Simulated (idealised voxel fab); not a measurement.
process module | voxel transistor to metal
cross-section cut | 180 nm wide | cells 5 nm
A cross-section is a grid of square cells, given in bands from the top down. A band is one or more rows of cells.
Each band's line starts with the height of the band's top and of its bottom, in nm. Then come its materials from left to right, each with its width in nm. One material with "throughout" fills the band from edge to edge. "air" is empty space.
Height 0 is the level under which the wafer as received is all one material. The lowest band goes on downwards, as in "0 down".
A width such as "30 to 40" changes by the same amount from each row of cells to the next, from the band's top row to its bottom row.
"no change" after a step means that no cell of the cross-section changed.
closed voids: empty space of 8 cells or more with no open way to the top, each as width x height at its distance from the left edge, in nm
after a step's settings: what the simulator itself notes on the step
overlay nm, on a step with a mask: how far to the right of its planned place the mask lay; to the left if negative
plan
1 op RECEIVE | material Si
2 op CONFORMAL_DEP | material SiO2 | thk nm 5
3 op CONFORMAL_DEP | material SiN | thk nm 10
4 op DIRECTIONAL_DEP | material aC | thk nm 10
5 op PATTERN | tone cover | mask id ACTIVE | material resist | width nm 110 | thk nm 30 | overlay nm 0
6 op DIRECTIONAL_ETCH | etch materials aC | depth nm 10
7 op STRIP | etch materials resist
8 op DIRECTIONAL_ETCH | etch materials SiN | depth nm 10
9 op DIRECTIONAL_ETCH | etch materials SiO2 | depth nm 5
10 op DIRECTIONAL_ETCH | etch materials Si | depth nm 30
11 op STRIP | etch materials aC
12 op FILL_DEP | material SiO2 | thk nm 10
13 op CMP | height nm 15
14 op SELECTIVE_ETCH | etch materials SiO2 | depth nm 5
15 op STRIP | etch materials SiN
16 op SELECTIVE_ETCH | etch materials SiO2 | depth nm 5
17 op OXIDIZE | depth nm 5
18 op DIRECTIONAL_DEP | material polySi | thk nm 25
19 op DIRECTIONAL_DEP | material SiCN | thk nm 15
20 op PATTERN | tone cover | mask id GATE | material resist | width nm 20 | thk nm 20 | overlay nm 0
21 op DIRECTIONAL_ETCH | etch materials SiCN | depth nm 25
22 op DIRECTIONAL_ETCH | etch materials polySi | depth nm 35
23 op STRIP | etch materials resist
24 op CONFORMAL_DEP | material SiN | thk nm 5
25 op DIRECTIONAL_ETCH | etch materials SiN | depth nm 5
26 op DIRECTIONAL_ETCH | etch materials SiO2 | depth nm 5
27 op DIRECTIONAL_ETCH | etch materials Si | depth nm 10
28 op EPI | material SiGe | thk nm 10
29 op FILL_DEP | material SiO2 | thk nm 10
30 op CMP | height nm 25
31 op STRIP | etch materials polySi
32 op SELECTIVE_ETCH | etch materials SiO2 | depth nm 5
33 op CONFORMAL_DEP | material HfO2 | thk nm 5
34 op CONFORMAL_DEP | material TiN | thk nm 5
35 op FILL_DEP | material W | thk nm 10
36 op CMP | height nm 20
37 op DIRECTIONAL_DEP | material SiO2 | thk nm 10
38 op DIRECTIONAL_DEP | material aC | thk nm 10
39 op PATTERN | tone open | mask id CONTACT | material resist | width nm 15 | pitch nm 75 | thk nm 25 | overlay nm 0
40 op DIRECTIONAL_ETCH | etch materials aC | depth nm 10
41 op STRIP | etch materials resist
42 op DIRECTIONAL_ETCH | etch materials SiO2 | depth nm 35
43 op STRIP | etch materials aC
44 op CONFORMAL_DEP | material TiN | thk nm 5
45 op FILL_DEP | material W | thk nm 5
46 op CMP | height nm 30
47 op DIRECTIONAL_DEP | material TiN | thk nm 5
48 op DIRECTIONAL_DEP | material Ru | thk nm 20
49 op DIRECTIONAL_DEP | material aC | thk nm 15
50 op PATTERN | tone cover | mask id METAL_1 | material resist | width nm 15 | pitch nm 75 | thk nm 35 | overlay nm 0
51 op DIRECTIONAL_ETCH | etch materials aC | depth nm 15
52 op STRIP | etch materials resist
53 op DIRECTIONAL_ETCH | etch materials Ru | depth nm 20
54 op DIRECTIONAL_ETCH | etch materials TiN | depth nm 5
55 op STRIP | etch materials aC
56 op CONFORMAL_DEP | material SiN | thk nm 5
57 op FILL_DEP | material lowk | thk nm 10
58 op CMP | height nm 55
59 op CONFORMAL_DEP | material SiCN | thk nm 5
varied across the wafers: width nm of step 20. The plan shows the first wafer's value. All wafers start alike
first wafer as received, after step 1
  0 down: Si throughout
  closed voids: none
each wafer at the end: cells of each material gained (+) or lost (-) since it was received, then its closed voids
width nm 20 | +14 HfO2 | +24 Ru | -138 Si | +36 SiCN | +40 SiGe | +56 SiN | +240 SiO2 | +44 TiN | +12 W | +104 lowk | closed voids: none
width nm 25 | +15 HfO2 | +24 Ru | -136 Si | +36 SiCN | +38 SiGe | +56 SiN | +235 SiO2 | +45 TiN | +15 W | +104 lowk | closed voids: none
width nm 30 | +16 HfO2 | +24 Ru | -134 Si | +36 SiCN | +36 SiGe | +56 SiN | +230 SiO2 | +46 TiN | +18 W | +104 lowk | closed voids: none
width nm 35 | +17 HfO2 | +24 Ru | -132 Si | +36 SiCN | +34 SiGe | +56 SiN | +227 SiO2 | +47 TiN | +19 W | +104 lowk | closed voids: none
width nm 40 | +18 HfO2 | +24 Ru | -130 Si | +36 SiCN | +32 SiGe | +56 SiN | +224 SiO2 | +48 TiN | +20 W | +104 lowk | closed voids: none
width nm 45 | +19 HfO2 | +24 Ru | -128 Si | +36 SiCN | +30 SiGe | +56 SiN | +221 SiO2 | +47 TiN | +23 W | +104 lowk | closed voids: none
